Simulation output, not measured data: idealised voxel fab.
A process module follows: voxel wiring stack.
Square cell edge 5 nm, section width 155 nm, ID cut.
Throughout this document, each cross-section is represented as a grid of square cells and is presented as a sequence of bands enumerated from the top downward, where a band comprises one or more rows of cells. Each band's line starts with the height of the band's top and of its bottom, in nm. Then come its materials from left to right, each with its width in nm. One material with "all across" fills the band from edge to edge. "empty" is empty space. Height reference: 0 = level under which incoming wafer is all one material. Lowest band: no bottom, runs on downward, e.g. "0 -> down". The two numbers in a width such as "30 to 40" mark its ends across the band: the first belongs to the top row of cells, the second to the bottom row, and from each row to the next the width moves by the same amount. Step note "nothing altered" = no cross-section cell changed. "Unvented cavities" enumerates empty spaces isolated from the top, with no open way to it, that contain at least 8 cells, giving each as width x height at distance from the left edge, all three in nm. On a step's line, text after the settings is the simulator commenting on that step. The "overlay nm" setting may appear on a step's line; for a step that uses a mask, it gives how far to the right of its planned position the mask lay, and a negative value indicates the left.

**The planned process steps are enumerated hereunder**
1,op RECEIVE | material Si
2,op CONFORMAL_DEP | material SiO2 | thk nm 10
3,op DIRECTIONAL_DEP | material TiN | thk nm 5
4,op DIRECTIONAL_DEP | material Ru | thk nm 15
5,op MASKED_ETCH | tone cover | mask id METAL_1 | width nm 25 | pitch nm 45 | etch materials Ru | depth nm 15 | overlay nm 0
6,op MASKED_ETCH | tone cover | mask id METAL_1 | width nm 25 | pitch nm 45 | etch materials TiN | depth nm 5 | overlay nm 0
7,op FILL_DEP | material lowk | thk nm 5
8,op CMP | height nm 30
9,op CONFORMAL_DEP | material SiCN | thk nm 5
10,op DIRECTIONAL_DEP | material lowk | thk nm 10
11,op MASKED_ETCH | tone open | mask id PLUG_1 | width nm 15 | pitch nm 45 | etch materials lowk | depth nm 10 | overlay nm 0
12,op MASKED_ETCH | tone open | mask id PLUG_1 | width nm 15 | pitch nm 45 | etch materials SiCN | depth nm 5 | overlay nm 0
13,op EPI | material Ru | thk nm 10
14,op EPI | material Ru | thk nm 5
15,op CONFORMAL_DEP | material SiCN | thk nm 5
16,op DIRECTIONAL_DEP | material SiO2 | thk nm 25
17,op PATTERN | tone open | mask id METAL_2 | material resist | width nm 25 | pitch nm 45 | thk nm 20 | overlay nm 0
18,op DIRECTIONAL_ETCH | etch materials SiO2 | depth nm 25
19,op DIRECTIONAL_ETCH | etch materials SiCN | depth nm 5
20,op STRIP | etch materials resist
21,op CONFORMAL_DEP | material TiN | thk nm 5
22,op FILL_DEP | material Ru | thk nm 10
23,op CMP | height nm 75
24,op CONFORMAL_DEP | material SiCN | thk nm 5
25,op DIRECTIONAL_DEP | material SiO2 | thk nm 35
26,op PATTERN | tone open | mask id METAL_3 | material resist | width nm 25 | pitch nm 45 | thk nm 20 | overlay nm 0
27,op DIRECTIONAL_ETCH | etch materials SiO2 | depth nm 20
28,op STRIP | etch materials resist
29,op MASKED_ETCH | tone open | mask id METAL_3_HOLES | width nm 15 | pitch nm 90 | etch materials SiO2 | depth nm 15 | overlay nm 0
30,op MASKED_ETCH | tone open | mask id METAL_3_HOLES | width nm 15 | pitch nm 90 | etch materials SiCN | depth nm 5 | overlay nm 0
31,op CONFORMAL_DEP | material TiN | thk nm 5
32,op FILL_DEP | material Cu | thk nm 5
33,op CMP | height nm 115
34,op CONFORMAL_DEP | material SiN | thk nm 5

**So, the first of our two wafers, run just as we planned it**

**As-received state of the wafer in cross-section, equivalent to post-step 1**
    0 -> down | Si all across
    Unvented cavities: none

**After step 2: wafer cross-section**
    10 -> 0 | SiO2 all across
    below 0: unchanged

**After step 3: wafer cross-section**
    15 -> 10 | TiN all across
    below 10: unchanged

**After step 4: wafer cross-section**
    30 -> 15 | Ru all across
    below 15: unchanged

**After step 5: wafer cross-section**
    30 -> 15 | empty (20), then Ru (25), then empty (20), then Ru (25), then empty (20), then Ru (25), then empty (20)
    below 15: unchanged

**After step 6: wafer cross-section**
    30 -> 15 | empty (20), then Ru (25), then empty (20), then Ru (25), then empty (20), then Ru (25), then empty (20)
    15 -> 10 | empty (20), then TiN (25), then empty (20), then TiN (25), then empty (20), then TiN (25), then empty (20)
    below 10: unchanged

**After step 7: wafer cross-section**
    35 -> 30 | lowk all across
    30 -> 15 | lowk (20), then Ru (25), then lowk (20), then Ru (25), then lowk (20), then Ru (25), then lowk (20)
    15 -> 10 | lowk (20), then TiN (25), then lowk (20), then TiN (25), then lowk (20), then TiN (25), then lowk (20)
    below 10: unchanged

**After step 8: wafer cross-section**
    30 -> 15 | lowk (20), then Ru (25), then lowk (20), then Ru (25), then lowk (20), then Ru (25), then lowk (20)
    below 15: unchanged

**After step 9: wafer cross-section**
    35 -> 30 | SiCN all across
    below 30: unchanged

**After step 10: wafer cross-section**
    45 -> 35 | lowk all across
    below 35: unchanged

**After step 11: wafer cross-section**
    45 -> 35 | lowk (20), then empty (15), then lowk (30), then empty (15), then lowk (30), then empty (15), then lowk (30)
    below 35: unchanged

**After step 12: wafer cross-section**
    45 -> 35 | lowk (20), then empty (15), then lowk (30), then empty (15), then lowk (30), then empty (15), then lowk (30)
    35 -> 30 | SiCN (20), then empty (15), then SiCN (30), then empty (15), then SiCN (30), then empty (15), then SiCN (30)
    below 30: unchanged

**After step 13: wafer cross-section**
    45 -> 40 | lowk (20), then empty (15), then lowk (30), then empty (15), then lowk (30), then empty (15), then lowk (30)
    40 -> 35 | lowk (20), then Ru (15), then lowk (30), then Ru (15), then lowk (30), then Ru (15), then lowk (30)
    35 -> 30 | SiCN (20), then Ru (15), then SiCN (30), then Ru (15), then SiCN (30), then Ru (15), then SiCN (30)
    below 30: unchanged

**After step 14: wafer cross-section**
    45 -> 35 | lowk (20), then Ru (15), then lowk (30), then Ru (15), then lowk (30), then Ru (15), then lowk (30)
    below 35: unchanged

**After step 15: wafer cross-section**
    50 -> 45 | SiCN all across
    below 45: unchanged

**After step 16: wafer cross-section**
    75 -> 50 | SiO2 all across
    below 50: unchanged

**After step 17: wafer cross-section**
    95 -> 75 | resist (20), then empty (25), then resist (20), then empty (25), then resist (20), then empty (25), then resist (20)
    below 75: unchanged

**After step 18: wafer cross-section**
    95 -> 75 | resist (20), then empty (25), then resist (20), then empty (25), then resist (20), then empty (25), then resist (20)
    75 -> 50 | SiO2 (20), then empty (25), then SiO2 (20), then empty (25), then SiO2 (20), then empty (25), then SiO2 (20)
    below 50: unchanged

**After step 19: wafer cross-section**
    95 -> 75 | resist (20), then empty (25), then resist (20), then empty (25), then resist (20), then empty (25), then resist (20)
    75 -> 50 | SiO2 (20), then empty (25), then SiO2 (20), then empty (25), then SiO2 (20), then empty (25), then SiO2 (20)
    50 -> 45 | SiCN (20), then empty (25), then SiCN (20), then empty (25), then SiCN (20), then empty (25), then SiCN (20)
    below 45: unchanged

**After step 20: wafer cross-section**
    75 -> 50 | SiO2 (20), then empty (25), then SiO2 (20), then empty (25), then SiO2 (20), then empty (25), then SiO2 (20)
    below 50: unchanged

**After step 21: wafer cross-section**
    80 -> 75 | TiN (25), then empty (15), then TiN (30), then empty (15), then TiN (30), then empty (15), then TiN (25)
    75 -> 50 | SiO2 (20), then TiN (5), then empty (15), then TiN (5), then SiO2 (20), then TiN (5), then empty (15), then TiN (5), then SiO2 (20), then TiN (5), then empty (15), then TiN (5), then SiO2 (20)
    50 -> 45 | SiCN (20), then TiN (25), then SiCN (20), then TiN (25), then SiCN (20), then TiN (25), then SiCN (20)
    below 45: unchanged

**After step 22: wafer cross-section**
    90 -> 80 | Ru all across
    80 -> 75 | TiN (25), then Ru (15), then TiN (30), then Ru (15), then TiN (30), then Ru (15), then TiN (25)
    75 -> 50 | SiO2 (20), then TiN (5), then Ru (15), then TiN (5), then SiO2 (20), then TiN (5), then Ru (15), then TiN (5), then SiO2 (20), then TiN (5), then Ru (15), then TiN (5), then SiO2 (20)
    below 50: unchanged

**After step 23: wafer cross-section**
    75 -> 50 | SiO2 (20), then TiN (5), then Ru (15), then TiN (5), then SiO2 (20), then TiN (5), then Ru (15), then TiN (5), then SiO2 (20), then TiN (5), then Ru (15), then TiN (5), then SiO2 (20)
    below 50: unchanged

**After step 24: wafer cross-section**
    80 -> 75 | SiCN all across
    below 75: unchanged

**After step 25: wafer cross-section**
    115 -> 80 | SiO2 all across
    below 80: unchanged

**After step 26: wafer cross-section**
    135 -> 115 | resist (20), then empty (25), then resist (20), then empty (25), then resist (20), then empty (25), then resist (20)
    below 115: unchanged

**After step 27: wafer cross-section**
    135 -> 115 | resist (20), then empty (25), then resist (20), then empty (25), then resist (20), then empty (25), then resist (20)
    115 -> 95 | SiO2 (20), then empty (25), then SiO2 (20), then empty (25), then SiO2 (20), then empty (25), then SiO2 (20)
    below 95: unchanged

**After step 28: wafer cross-section**
    115 -> 95 | SiO2 (20), then empty (25), then SiO2 (20), then empty (25), then SiO2 (20), then empty (25), then SiO2 (20)
    below 95: unchanged

**After step 29: wafer cross-section**
    115 -> 95 | SiO2 (20), then empty (25), then SiO2 (20), then empty (25), then SiO2 (20), then empty (25), then SiO2 (20)
    95 -> 80 | SiO2 (20), then empty (15), then SiO2 (75), then empty (15), then SiO2 (30)
    below 80: unchanged

**After step 30: wafer cross-section**
    115 -> 95 | SiO2 (20), then empty (25), then SiO2 (20), then empty (25), then SiO2 (20), then empty (25), then SiO2 (20)
    95 -> 80 | SiO2 (20), then empty (15), then SiO2 (75), then empty (15), then SiO2 (30)
    80 -> 75 | SiCN (20), then empty (15), then SiCN (75), then empty (15), then SiCN (30)
    below 75: unchanged

**After step 31: wafer cross-section**
    120 -> 115 | TiN (25), then empty (15), then TiN (30), then empty (15), then TiN (30), then empty (15), then TiN (25)
    115 -> 100 | SiO2 (20), then TiN (5), then empty (15), then TiN (5), then SiO2 (20), then TiN (5), then empty (15), then TiN (5), then SiO2 (20), then TiN (5), then empty (15), then TiN (5), then SiO2 (20)
    100 -> 95 | SiO2 (20), then TiN (5), then empty (5), then TiN (15), then SiO2 (20), then TiN (25), then SiO2 (20), then TiN (5), then empty (5), then TiN (15), then SiO2 (20)
    95 -> 80 | SiO2 (20), then TiN (5), then empty (5), then TiN (5), then SiO2 (75), then TiN (5), then empty (5), then TiN (5), then SiO2 (30)
    80 -> 75 | SiCN (20), then TiN (15), then SiCN (75), then TiN (15), then SiCN (30)
    below 75: unchanged

**After step 32: wafer cross-section**
    125 -> 120 | Cu all across
    120 -> 115 | TiN (25), then Cu (15), then TiN (30), then Cu (15), then TiN (30), then Cu (15), then TiN (25)
    115 -> 100 | SiO2 (20), then TiN (5), then Cu (15), then TiN (5), then SiO2 (20), then TiN (5), then Cu (15), then TiN (5), then SiO2 (20), then TiN (5), then Cu (15), then TiN (5), then SiO2 (20)
    100 -> 95 | SiO2 (20), then TiN (5), then Cu (5), then TiN (15), then SiO2 (20), then TiN (25), then SiO2 (20), then TiN (5), then Cu (5), then TiN (15), then SiO2 (20)
    95 -> 80 | SiO2 (20), then TiN (5), then Cu (5), then TiN (5), then SiO2 (75), then TiN (5), then Cu (5), then TiN (5), then SiO2 (30)
    below 80: unchanged

**After step 33: wafer cross-section**
    115 -> 100 | SiO2 (20), then TiN (5), then Cu (15), then TiN (5), then SiO2 (20), then TiN (5), then Cu (15), then TiN (5), then SiO2 (20), then TiN (5), then Cu (15), then TiN (5), then SiO2 (20)
    below 100: unchanged

**After step 34: wafer cross-section**
    120 -> 115 | SiN all across
    below 115: unchanged

**Second Wafer (Identical Start and Plan, One Processing Error; Matches First Wafer Through Step 29)**

**What the second wafer looks like in cross-section when step 30 should have wrapped up**
    115 -> 95 | SiO2 (20), then empty (25), then SiO2 (20), then empty (25), then SiO2 (20), then empty (25), then SiO2 (20)
    95 -> 80 | SiO2 (20), then empty (15), then SiO2 (75), then empty (15), then SiO2 (30)
    80 -> 75 | SiCN (30), then empty (5), then SiCN (85), then empty (5), then SiCN (30)
    below 75: unchanged

**What the second wafer looks like in cross-section when step 31 should have wrapped up**
    120 -> 115 | TiN (25), then empty (15), then TiN (30), then empty (15), then TiN (30), then empty (15), then TiN (25)
    115 -> 100 | SiO2 (20), then TiN (5), then empty (15), then TiN (5), then SiO2 (20), then TiN (5), then empty (15), then TiN (5), then SiO2 (20), then TiN (5), then empty (15), then TiN (5), then SiO2 (20)
    100 -> 95 | SiO2 (20), then TiN (5), then empty (5), then TiN (15), then SiO2 (20), then TiN (25), then SiO2 (20), then TiN (5), then empty (5), then TiN (15), then SiO2 (20)
    95 -> 85 | SiO2 (20), then TiN (5), then empty (5), then TiN (5), then SiO2 (75), then TiN (5), then empty (5), then TiN (5), then SiO2 (30)
    85 -> 80 | SiO2 (20), then TiN (15), then SiO2 (75), then TiN (15), then SiO2 (30)
    80 -> 75 | SiCN (30), then TiN (5), then SiCN (85), then TiN (5), then SiCN (30)
    below 75: unchanged

**What the second wafer looks like in cross-section when step 32 should have wrapped up**
    125 -> 120 | Cu all across
    120 -> 115 | TiN (25), then Cu (15), then TiN (30), then Cu (15), then TiN (30), then Cu (15), then TiN (25)
    115 -> 100 | SiO2 (20), then TiN (5), then Cu (15), then TiN (5), then SiO2 (20), then TiN (5), then Cu (15), then TiN (5), then SiO2 (20), then TiN (5), then Cu (15), then TiN (5), then SiO2 (20)
    100 -> 95 | SiO2 (20), then TiN (5), then Cu (5), then TiN (15), then SiO2 (20), then TiN (25), then SiO2 (20), then TiN (5), then Cu (5), then TiN (15), then SiO2 (20)
    95 -> 85 | SiO2 (20), then TiN (5), then Cu (5), then TiN (5), then SiO2 (75), then TiN (5), then Cu (5), then TiN (5), then SiO2 (30)
    below 85: unchanged

**What the second wafer looks like in cross-section when step 33 should have wrapped up**
    115 -> 100 | SiO2 (20), then TiN (5), then Cu (15), then TiN (5), then SiO2 (20), then TiN (5), then Cu (15), then TiN (5), then SiO2 (20), then TiN (5), then Cu (15), then TiN (5), then SiO2 (20)
    below 100: unchanged

**What the second wafer looks like in cross-section when step 34 should have wrapped up**
    120 -> 115 | SiN all across
    below 115: unchanged
Diagnosis: step 30 was not run as planned; what actually ran was op MASKED_ETCH | tone open | mask id METAL_3_HOLES | width nm 15 | pitch nm 90 | etch materials SiCN | depth nm 5 | overlay nm 10
Counted in cells at the end, the second wafer holds more or fewer of these materials than the first: 2 fewer of Cu | 4 more of SiCN | 2 fewer of TiN
